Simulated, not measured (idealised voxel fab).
process module | voxel spacer lines
cross-section cut | 270 nm wide | cells 5 nm
A cross-section is a grid of square cells, given in bands from the top down. A band is one or more rows of cells.
Each band's line starts with the height of the band's top and of its bottom, in nm. Then come its materials from left to right, each with its width in nm. One material with "throughout" fills the band from edge to edge. "air" is empty space.
Height 0 is the level under which the wafer as received is all one material. The lowest band goes on downwards, as in "0 down".
A width such as "30 to 40" changes by the same amount from each row of cells to the next, from the band's top row to its bottom row.
"no change" after a step means that no cell of the cross-section changed.
closed voids: empty space of 8 cells or more with no open way to the top, each as width x height at its distance from the left edge, in nm
after a step's settings: what the simulator itself notes on the step
overlay nm, on a step with a mask: how far to the right of its planned place the mask lay; to the left if negative
Each pair below shows a cross-section before one step and the cross-section after it, down to the lowest band that changed. The line under each pair gives the step between them, with its settings. The pairs can come from different runs of this module on the same starting wafer, so a pair continues from the pair above only where its "before" says so.
before
  0 down: Si throughout
  closed voids: none
after
  5 to 0: SiO2 throughout
  below 0: unchanged
  closed voids: none
the step between: op CONFORMAL_DEP | material SiO2 | thk nm 5
before: the cross-section after the pair above
after
  15 to 5: TiN throughout
  below 5: unchanged
  closed voids: none
the step between: op DIRECTIONAL_DEP | material TiN | thk nm 10
before: the cross-section after the pair above
after
  45 to 15: aC throughout
  below 15: unchanged
  closed voids: none
the step between: op DIRECTIONAL_DEP | material aC | thk nm 30
before: the cross-section after the pair above
after
  85 to 45: air 65 | resist 15 | air 45 | resist 15 | air 45 | resist 15 | air 70
  below 45: unchanged
  closed voids: none
the step between: op PATTERN | tone cover | mask id MANDREL | material resist | width nm 15 | pitch nm 60 | thk nm 40 | overlay nm 0
before: the cross-section after the pair above
after
  55 to 45: air 65 | resist 15 | air 45 | resist 15 | air 45 | resist 15 | air 70
  45 to 15: air 65 | aC 15 | air 45 | aC 15 | air 45 | aC 15 | air 70
  below 15: unchanged
  closed voids: none
the step between: op DIRECTIONAL_ETCH | etch materials aC | depth nm 30
before: the cross-section after the pair above
after
  45 to 15: air 65 | aC 15 | air 45 | aC 15 | air 45 | aC 15 | air 70
  below 15: unchanged
  closed voids: none
the step between: op STRIP | etch materials resist
before: the cross-section after the pair above
after
  60 to 45: air 50 | SiN 45 | air 15 | SiN 45 | air 15 | SiN 45 | air 55
  45 to 30: air 50 | SiN 15 | aC 15 | SiN 15 | air 15 | SiN 15 | aC 15 | SiN 15 | air 15 | SiN 15 | aC 15 | SiN 15 | air 55
  30 to 15: SiN 65 | aC 15 | SiN 45 | aC 15 | SiN 45 | aC 15 | SiN 70
  below 15: unchanged
  closed voids: none
the step between: op CONFORMAL_DEP | material SiN | thk nm 15
before: the cross-section after the pair above
after
  45 to 15: air 50 | SiN 15 | aC 15 | SiN 15 | air 15 | SiN 15 | aC 15 | SiN 15 | air 15 | SiN 15 | aC 15 | SiN 15 | air 55
  below 15: unchanged
  closed voids: none
the step between: op DIRECTIONAL_ETCH | etch materials SiN | depth nm 15
before: the cross-section after the pair above
after
  45 to 15: air 50 | SiN 15 | air 15 | SiN 15 | air 15 | SiN 15 | air 15 | SiN 15 | air 15 | SiN 15 | air 15 | SiN 15 | air 55
  below 15: unchanged
  closed voids: none
the step between: op STRIP | etch materials aC
before: the cross-section after the pair above
after
  45 to 15: air 50 | SiN 15 | air 15 | SiN 15 | air 15 | SiN 15 | air 15 | SiN 15 | air 15 | SiN 15 | air 15 | SiN 15 | air 55
  15 to 5: air 50 | TiN 15 | air 15 | TiN 15 | air 15 | TiN 15 | air 15 | TiN 15 | air 15 | TiN 15 | air 15 | TiN 15 | air 55
  below 5: unchanged
  closed voids: none
the step between: op DIRECTIONAL_ETCH | etch materials TiN | depth nm 10
before: the cross-section after the pair above
after
  15 to 5: air 50 | TiN 15 | air 15 | TiN 15 | air 15 | TiN 15 | air 15 | TiN 15 | air 15 | TiN 15 | air 15 | TiN 15 | air 55
  below 5: unchanged
  closed voids: none
the step between: op STRIP | etch materials SiN
before: the cross-section after the pair above
after
  25 to 15: SiO2 throughout
  15 to 5: SiO2 50 | TiN 15 | SiO2 15 | TiN 15 | SiO2 15 | TiN 15 | SiO2 15 | TiN 15 | SiO2 15 | TiN 15 | SiO2 15 | TiN 15 | SiO2 55
  below 5: unchanged
  closed voids: none
the step between: op FILL_DEP | material SiO2 | thk nm 10
before: the cross-section after the pair above
after
  15 to 5: SiO2 50 | TiN 15 | SiO2 15 | TiN 15 | SiO2 15 | TiN 15 | SiO2 15 | TiN 15 | SiO2 15 | TiN 15 | SiO2 15 | TiN 15 | SiO2 55
  below 5: unchanged
  closed voids: none
the step between: op CMP | height nm 15
before
  0 down: Si throughout
  closed voids: none
after
  10 to 0: TiN throughout
  below 0: unchanged
  closed voids: none
the step between: op DIRECTIONAL_DEP | material TiN | thk nm 10
before: the cross-section after the pair above
after
  40 to 10: aC throughout
  below 10: unchanged
  closed voids: none
the step between: op DIRECTIONAL_DEP | material aC | thk nm 30
before: the cross-section after the pair above
after
  80 to 40: air 65 | resist 15 | air 45 | resist 15 | air 45 | resist 15 | air 70
  below 40: unchanged
  closed voids: none
the step between: op PATTERN | tone cover | mask id MANDREL | material resist | width nm 15 | pitch nm 60 | thk nm 40 | overlay nm 0
before: the cross-section after the pair above
after
  50 to 40: air 65 | resist 15 | air 45 | resist 15 | air 45 | resist 15 | air 70
  40 to 10: air 65 | aC 15 | air 45 | aC 15 | air 45 | aC 15 | air 70
  below 10: unchanged
  closed voids: none
the step between: op DIRECTIONAL_ETCH | etch materials aC | depth nm 30
before: the cross-section after the pair above
after
  40 to 10: air 65 | aC 15 | air 45 | aC 15 | air 45 | aC 15 | air 70
  below 10: unchanged
  closed voids: none
the step between: op STRIP | etch materials resist
before: the cross-section after the pair above
after
  55 to 40: air 50 | SiN 45 | air 15 | SiN 45 | air 15 | SiN 45 | air 55
  40 to 25: air 50 | SiN 15 | aC 15 | SiN 15 | air 15 | SiN 15 | aC 15 | SiN 15 | air 15 | SiN 15 | aC 15 | SiN 15 | air 55
  25 to 10: SiN 65 | aC 15 | SiN 45 | aC 15 | SiN 45 | aC 15 | SiN 70
  below 10: unchanged
  closed voids: none
the step between: op CONFORMAL_DEP | material SiN | thk nm 15
before: the cross-section after the pair above
after
  40 to 10: air 50 | SiN 15 | aC 15 | SiN 15 | air 15 | SiN 15 | aC 15 | SiN 15 | air 15 | SiN 15 | aC 15 | SiN 15 | air 55
  below 10: unchanged
  closed voids: none
the step between: op DIRECTIONAL_ETCH | etch materials SiN | depth nm 15
before: the cross-section after the pair above
after
  40 to 10: air 50 | SiN 15 | air 15 | SiN 15 | air 15 | SiN 15 | air 15 | SiN 15 | air 15 | SiN 15 | air 15 | SiN 15 | air 55
  below 10: unchanged
  closed voids: none
the step between: op STRIP | etch materials aC
before: the cross-section after the pair above
after
  40 to 10: air 50 | SiN 15 | air 15 | SiN 15 | air 15 | SiN 15 | air 15 | SiN 15 | air 15 | SiN 15 | air 15 | SiN 15 | air 55
  10 to 0: air 50 | TiN 15 | air 15 | TiN 15 | air 15 | TiN 15 | air 15 | TiN 15 | air 15 | TiN 15 | air 15 | TiN 15 | air 55
  below 0: unchanged
  closed voids: none
the step between: op DIRECTIONAL_ETCH | etch materials TiN | depth nm 10
before: the cross-section after the pair above
after
  10 to 0: air 50 | TiN 15 | air 15 | TiN 15 | air 15 | TiN 15 | air 15 | TiN 15 | air 15 | TiN 15 | air 15 | TiN 15 | air 55
  below 0: unchanged
  closed voids: none
the step between: op STRIP | etch materials SiN
before: the cross-section after the pair above
after
  20 to 10: SiO2 throughout
  10 to 0: SiO2 50 | TiN 15 | SiO2 15 | TiN 15 | SiO2 15 | TiN 15 | SiO2 15 | TiN 15 | SiO2 15 | TiN 15 | SiO2 15 | TiN 15 | SiO2 55
  below 0: unchanged
  closed voids: none
the step between: op FILL_DEP | material SiO2 | thk nm 10
before: the cross-section after the pair above
after
  15 to 10: SiO2 throughout
  below 10: unchanged
  closed voids: none
the step between: op CMP | height nm 15
before
  55 to 45: air 65 | resist 15 | air 45 | resist 15 | air 45 | resist 15 | air 70
  45 to 15: air 65 | aC 15 | air 45 | aC 15 | air 45 | aC 15 | air 70
  15 to 5: TiN throughout
  5 to 0: SiO2 throughout
  0 down: Si throughout
  closed voids: none
after
  25 to 15: air 65 | aC 15 | air 45 | aC 15 | air 45 | aC 15 | air 70
  below 15: unchanged
  closed voids: none
the step between: op DIRECTIONAL_ETCH | etch materials aC | depth nm 30
before: the cross-section after the pair above
after
  40 to 30: air 50 | SiN 45 | air 15 | SiN 45 | air 15 | SiN 45 | air 55
  30 to 25: SiN throughout
  25 to 15: SiN 65 | aC 15 | SiN 45 | aC 15 | SiN 45 | aC 15 | SiN 70
  below 15: unchanged
  closed voids: none
the step between: op CONFORMAL_DEP | material SiN | thk nm 15
before: the cross-section after the pair above
after
  25 to 15: air 50 | SiN 15 | aC 15 | SiN 15 | air 15 | SiN 15 | aC 15 | SiN 15 | air 15 | SiN 15 | aC 15 | SiN 15 | air 55
  below 15: unchanged
  closed voids: none
the step between: op DIRECTIONAL_ETCH | etch materials SiN | depth nm 15
before: the cross-section after the pair above
after
  25 to 15: air 50 | SiN 15 | air 15 | SiN 15 | air 15 | SiN 15 | air 15 | SiN 15 | air 15 | SiN 15 | air 15 | SiN 15 | air 55
  below 15: unchanged
  closed voids: none
the step between: op STRIP | etch materials aC
before: the cross-section after the pair above
after
  25 to 15: air 50 | SiN 15 | air 15 | SiN 15 | air 15 | SiN 15 | air 15 | SiN 15 | air 15 | SiN 15 | air 15 | SiN 15 | air 55
  15 to 5: air 50 | TiN 15 | air 15 | TiN 15 | air 15 | TiN 15 | air 15 | TiN 15 | air 15 | TiN 15 | air 15 | TiN 15 | air 55
  below 5: unchanged
  closed voids: none
the step between: op DIRECTIONAL_ETCH | etch materials TiN | depth nm 10
before: the cross-section after the pair above
after
  15 to 5: air 50 | TiN 15 | air 15 | TiN 15 | air 15 | TiN 15 | air 15 | TiN 15 | air 15 | TiN 15 | air 15 | TiN 15 | air 55
  below 5: unchanged
  closed voids: none
the step between: op STRIP | etch materials SiN
before
  5 to 0: SiO2 throughout
  0 down: Si throughout
  closed voids: none
after
  35 to 5: aC throughout
  below 5: unchanged
  closed voids: none
the step between: op DIRECTIONAL_DEP | material aC | thk nm 30
before: the cross-section after the pair above
after
  45 to 35: TiN throughout
  below 35: unchanged
  closed voids: none
the step between: op DIRECTIONAL_DEP | material TiN | thk nm 10
before: the cross-section after the pair above
after
  85 to 45: air 65 | resist 15 | air 45 | resist 15 | air 45 | resist 15 | air 70
  below 45: unchanged
  closed voids: none
the step between: op PATTERN | tone cover | mask id MANDREL | material resist | width nm 15 | pitch nm 60 | thk nm 40 | overlay nm 0
before: the cross-section after the pair above
after
  55 to 45: air 65 | resist 15 | air 45 | resist 15 | air 45 | resist 15 | air 70
  below 45: unchanged
  closed voids: none
the step between: op DIRECTIONAL_ETCH | etch materials aC | depth nm 30
before: the cross-section after the pair above
after
  45 to 35: TiN throughout
  below 35: unchanged
  closed voids: none
the step between: op STRIP | etch materials resist
before: the cross-section after the pair above
after
  60 to 45: SiN throughout
  below 45: unchanged
  closed voids: none
the step between: op CONFORMAL_DEP | material SiN | thk nm 15
before: the cross-section after the pair above
after
  45 to 35: TiN throughout
  below 35: unchanged
  closed voids: none
the step between: op DIRECTIONAL_ETCH | etch materials SiN | depth nm 15
before: the cross-section after the pair above
after
  35 to 5: aC throughout
  below 5: unchanged
  closed voids: none
the step between: op DIRECTIONAL_ETCH | etch materials TiN | depth nm 10
before: the cross-section after the pair above
after
  45 to 35: SiO2 throughout
  below 35: unchanged
  closed voids: none
the step between: op FILL_DEP | material SiO2 | thk nm 10
before: the cross-section after the pair above
after
  15 to 5: aC throughout
  below 5: unchanged
  closed voids: none
the step between: op CMP | height nm 15
before
  25 to 15: SiO2 throughout
  15 to 5: SiO2 50 | TiN 15 | SiO2 15 | TiN 15 | SiO2 15 | TiN 15 | SiO2 15 | TiN 15 | SiO2 15 | TiN 15 | SiO2 15 | TiN 15 | SiO2 55
  5 to 0: SiO2 throughout
  0 down: Si throughout
  closed voids: none
after
  5 to 0: SiO2 throughout
  below 0: unchanged
  closed voids: none
the step between: op CMP | height nm 5
before
  45 to 15: aC throughout
  15 to 5: TiN throughout
  5 to 0: SiO2 throughout
  0 down: Si throughout
  closed voids: none
after
  85 to 45: air 60 | resist 25 | air 35 | resist 25 | air 35 | resist 25 | air 65
  below 45: unchanged
  closed voids: none
the step between: op PATTERN | tone cover | mask id MANDREL | material resist | width nm 25 | pitch nm 60 | thk nm 40 | overlay nm 0
before: the cross-section after the pair above
after
  55 to 45: air 60 | resist 25 | air 35 | resist 25 | air 35 | resist 25 | air 65
  45 to 15: air 60 | aC 25 | air 35 | aC 25 | air 35 | aC 25 | air 65
  below 15: unchanged
  closed voids: none
the step between: op DIRECTIONAL_ETCH | etch materials aC | depth nm 30
before: the cross-section after the pair above
after
  45 to 15: air 60 | aC 25 | air 35 | aC 25 | air 35 | aC 25 | air 65
  below 15: unchanged
  closed voids: none
the step between: op STRIP | etch materials resist
before: the cross-section after the pair above
after
  60 to 45: air 45 | SiN 55 | air 5 | SiN 55 | air 5 | SiN 55 | air 50
  45 to 30: air 45 | SiN 15 | aC 25 | SiN 15 | air 5 | SiN 15 | aC 25 | SiN 15 | air 5 | SiN 15 | aC 25 | SiN 15 | air 50
  30 to 15: SiN 60 | aC 25 | SiN 35 | aC 25 | SiN 35 | aC 25 | SiN 65
  below 15: unchanged
  closed voids: none
the step between: op CONFORMAL_DEP | material SiN | thk nm 15
before: the cross-section after the pair above
after
  45 to 15: air 45 | SiN 15 | aC 25 | SiN 15 | air 5 | SiN 15 | aC 25 | SiN 15 | air 5 | SiN 15 | aC 25 | SiN 15 | air 50
  below 15: unchanged
  closed voids: none
the step between: op DIRECTIONAL_ETCH | etch materials SiN | depth nm 15
before: the cross-section after the pair above
after
  45 to 15: air 45 | SiN 15 | air 25 | SiN 15 | air 5 | SiN 15 | air 25 | SiN 15 | air 5 | SiN 15 | air 25 | SiN 15 | air 50
  below 15: unchanged
  closed voids: none
the step between: op STRIP | etch materials aC
before: the cross-section after the pair above
after
  45 to 15: air 45 | SiN 15 | air 25 | SiN 15 | air 5 | SiN 15 | air 25 | SiN 15 | air 5 | SiN 15 | air 25 | SiN 15 | air 50
  15 to 5: air 45 | TiN 15 | air 25 | TiN 15 | air 5 | TiN 15 | air 25 | TiN 15 | air 5 | TiN 15 | air 25 | TiN 15 | air 50
  below 5: unchanged
  closed voids: none
the step between: op DIRECTIONAL_ETCH | etch materials TiN | depth nm 10
before: the cross-section after the pair above
after
  15 to 5: air 45 | TiN 15 | air 25 | TiN 15 | air 5 | TiN 15 | air 25 | TiN 15 | air 5 | TiN 15 | air 25 | TiN 15 | air 50
  below 5: unchanged
  closed voids: none
the step between: op STRIP | etch materials SiN
before: the cross-section after the pair above
after
  25 to 15: SiO2 throughout
  15 to 5: SiO2 45 | TiN 15 | SiO2 25 | TiN 15 | SiO2 5 | TiN 15 | SiO2 25 | TiN 15 | SiO2 5 | TiN 15 | SiO2 25 | TiN 15 | SiO2 50
  below 5: unchanged
  closed voids: none
the step between: op FILL_DEP | material SiO2 | thk nm 10
before: the cross-section after the pair above
after
  15 to 5: SiO2 45 | TiN 15 | SiO2 25 | TiN 15 | SiO2 5 | TiN 15 | SiO2 25 | TiN 15 | SiO2 5 | TiN 15 | SiO2 25 | TiN 15 | SiO2 50
  below 5: unchanged
  closed voids: none
the step between: op CMP | height nm 15
before
  45 to 15: aC throughout
  15 to 5: TiN throughout
  5 to 0: SiO2 throughout
  0 down: Si throughout
  closed voids: none
after
  85 to 45: air 75 | resist 15 | air 45 | resist 15 | air 45 | resist 15 | air 60
  below 45: unchanged
  closed voids: none
the step between: op PATTERN | tone cover | mask id MANDREL | material resist | width nm 15 | pitch nm 60 | thk nm 40 | overlay nm 10
before: the cross-section after the pair above
after
  55 to 45: air 75 | resist 15 | air 45 | resist 15 | air 45 | resist 15 | air 60
  45 to 15: air 75 | aC 15 | air 45 | aC 15 | air 45 | aC 15 | air 60
  below 15: unchanged
  closed voids: none
the step between: op DIRECTIONAL_ETCH | etch materials aC | depth nm 30
before: the cross-section after the pair above
after
  45 to 15: air 75 | aC 15 | air 45 | aC 15 | air 45 | aC 15 | air 60
  below 15: unchanged
  closed voids: none
the step between: op STRIP | etch materials resist
before: the cross-section after the pair above
after
  60 to 45: air 60 | SiN 45 | air 15 | SiN 45 | air 15 | SiN 45 | air 45
  45 to 30: air 60 | SiN 15 | aC 15 | SiN 15 | air 15 | SiN 15 | aC 15 | SiN 15 | air 15 | SiN 15 | aC 15 | SiN 15 | air 45
  30 to 15: SiN 75 | aC 15 | SiN 45 | aC 15 | SiN 45 | aC 15 | SiN 60
  below 15: unchanged
  closed voids: none
the step between: op CONFORMAL_DEP | material SiN | thk nm 15
before: the cross-section after the pair above
after
  45 to 15: air 60 | SiN 15 | aC 15 | SiN 15 | air 15 | SiN 15 | aC 15 | SiN 15 | air 15 | SiN 15 | aC 15 | SiN 15 | air 45
  below 15: unchanged
  closed voids: none
the step between: op DIRECTIONAL_ETCH | etch materials SiN | depth nm 15
before: the cross-section after the pair above
after
  45 to 15: air 60 | SiN 15 | air 15 | SiN 15 | air 15 | SiN 15 | air 15 | SiN 15 | air 15 | SiN 15 | air 15 | SiN 15 | air 45
  below 15: unchanged
  closed voids: none
the step between: op STRIP | etch materials aC
before: the cross-section after the pair above
after
  45 to 15: air 60 | SiN 15 | air 15 | SiN 15 | air 15 | SiN 15 | air 15 | SiN 15 | air 15 | SiN 15 | air 15 | SiN 15 | air 45
  15 to 5: air 60 | TiN 15 | air 15 | TiN 15 | air 15 | TiN 15 | air 15 | TiN 15 | air 15 | TiN 15 | air 15 | TiN 15 | air 45
  below 5: unchanged
  closed voids: none
the step between: op DIRECTIONAL_ETCH | etch materials TiN | depth nm 10
before: the cross-section after the pair above
after
  15 to 5: air 60 | TiN 15 | air 15 | TiN 15 | air 15 | TiN 15 | air 15 | TiN 15 | air 15 | TiN 15 | air 15 | TiN 15 | air 45
  below 5: unchanged
  closed voids: none
the step between: op STRIP | etch materials SiN
before: the cross-section after the pair above
after
  25 to 15: SiO2 throughout
  15 to 5: SiO2 60 | TiN 15 | SiO2 15 | TiN 15 | SiO2 15 | TiN 15 | SiO2 15 | TiN 15 | SiO2 15 | TiN 15 | SiO2 15 | TiN 15 | SiO2 45
  below 5: unchanged
  closed voids: none
the step between: op FILL_DEP | material SiO2 | thk nm 10
before: the cross-section after the pair above
after
  15 to 5: SiO2 60 | TiN 15 | SiO2 15 | TiN 15 | SiO2 15 | TiN 15 | SiO2 15 | TiN 15 | SiO2 15 | TiN 15 | SiO2 15 | TiN 15 | SiO2 45
  below 5: unchanged
  closed voids: none
the step between: op CMP | height nm 15
before
  0 down: Si throughout
  closed voids: none
after
  5 to 0: TiN throughout
  below 0: unchanged
  closed voids: none
the step between: op CONFORMAL_DEP | material TiN | thk nm 5
before: the cross-section after the pair above
after
  15 to 0: TiN throughout
  below 0: unchanged
  closed voids: none
the step between: op DIRECTIONAL_DEP | material TiN | thk nm 10
before: the cross-section after the pair above
after
  45 to 15: aC throughout
  below 15: unchanged
  closed voids: none
the step between: op DIRECTIONAL_DEP | material aC | thk nm 30
before: the cross-section after the pair above
after
  85 to 45: air 65 | resist 15 | air 45 | resist 15 | air 45 | resist 15 | air 70
  below 45: unchanged
  closed voids: none
the step between: op PATTERN | tone cover | mask id MANDREL | material resist | width nm 15 | pitch nm 60 | thk nm 40 | overlay nm 0
before: the cross-section after the pair above
after
  55 to 45: air 65 | resist 15 | air 45 | resist 15 | air 45 | resist 15 | air 70
  45 to 15: air 65 | aC 15 | air 45 | aC 15 | air 45 | aC 15 | air 70
  below 15: unchanged
  closed voids: none
the step between: op DIRECTIONAL_ETCH | etch materials aC | depth nm 30
before: the cross-section after the pair above
after
  45 to 15: air 65 | aC 15 | air 45 | aC 15 | air 45 | aC 15 | air 70
  below 15: unchanged
  closed voids: none
the step between: op STRIP | etch materials resist
before: the cross-section after the pair above
after
  60 to 45: air 50 | SiN 45 | air 15 | SiN 45 | air 15 | SiN 45 | air 55
  45 to 30: air 50 | SiN 15 | aC 15 | SiN 15 | air 15 | SiN 15 | aC 15 | SiN 15 | air 15 | SiN 15 | aC 15 | SiN 15 | air 55
  30 to 15: SiN 65 | aC 15 | SiN 45 | aC 15 | SiN 45 | aC 15 | SiN 70
  below 15: unchanged
  closed voids: none
the step between: op CONFORMAL_DEP | material SiN | thk nm 15
before: the cross-section after the pair above
after
  45 to 15: air 50 | SiN 15 | aC 15 | SiN 15 | air 15 | SiN 15 | aC 15 | SiN 15 | air 15 | SiN 15 | aC 15 | SiN 15 | air 55
  below 15: unchanged
  closed voids: none
the step between: op DIRECTIONAL_ETCH | etch materials SiN | depth nm 15
before: the cross-section after the pair above
after
  45 to 15: air 50 | SiN 15 | air 15 | SiN 15 | air 15 | SiN 15 | air 15 | SiN 15 | air 15 | SiN 15 | air 15 | SiN 15 | air 55
  below 15: unchanged
  closed voids: none
the step between: op STRIP | etch materials aC
before: the cross-section after the pair above
after
  45 to 15: air 50 | SiN 15 | air 15 | SiN 15 | air 15 | SiN 15 | air 15 | SiN 15 | air 15 | SiN 15 | air 15 | SiN 15 | air 55
  15 to 5: air 50 | TiN 15 | air 15 | TiN 15 | air 15 | TiN 15 | air 15 | TiN 15 | air 15 | TiN 15 | air 15 | TiN 15 | air 55
  below 5: unchanged
  closed voids: none
the step between: op DIRECTIONAL_ETCH | etch materials TiN | depth nm 10
before: the cross-section after the pair above
after
  15 to 5: air 50 | TiN 15 | air 15 | TiN 15 | air 15 | TiN 15 | air 15 | TiN 15 | air 15 | TiN 15 | air 15 | TiN 15 | air 55
  below 5: unchanged
  closed voids: none
the step between: op STRIP | etch materials SiN
before: the cross-section after the pair above
after
  25 to 15: SiO2 throughout
  15 to 5: SiO2 50 | TiN 15 | SiO2 15 | TiN 15 | SiO2 15 | TiN 15 | SiO2 15 | TiN 15 | SiO2 15 | TiN 15 | SiO2 15 | TiN 15 | SiO2 55
  below 5: unchanged
  closed voids: none
the step between: op FILL_DEP | material SiO2 | thk nm 10
before: the cross-section after the pair above
after
  15 to 5: SiO2 50 | TiN 15 | SiO2 15 | TiN 15 | SiO2 15 | TiN 15 | SiO2 15 | TiN 15 | SiO2 15 | TiN 15 | SiO2 15 | TiN 15 | SiO2 55
  below 5: unchanged
  closed voids: none
the step between: op CMP | height nm 15
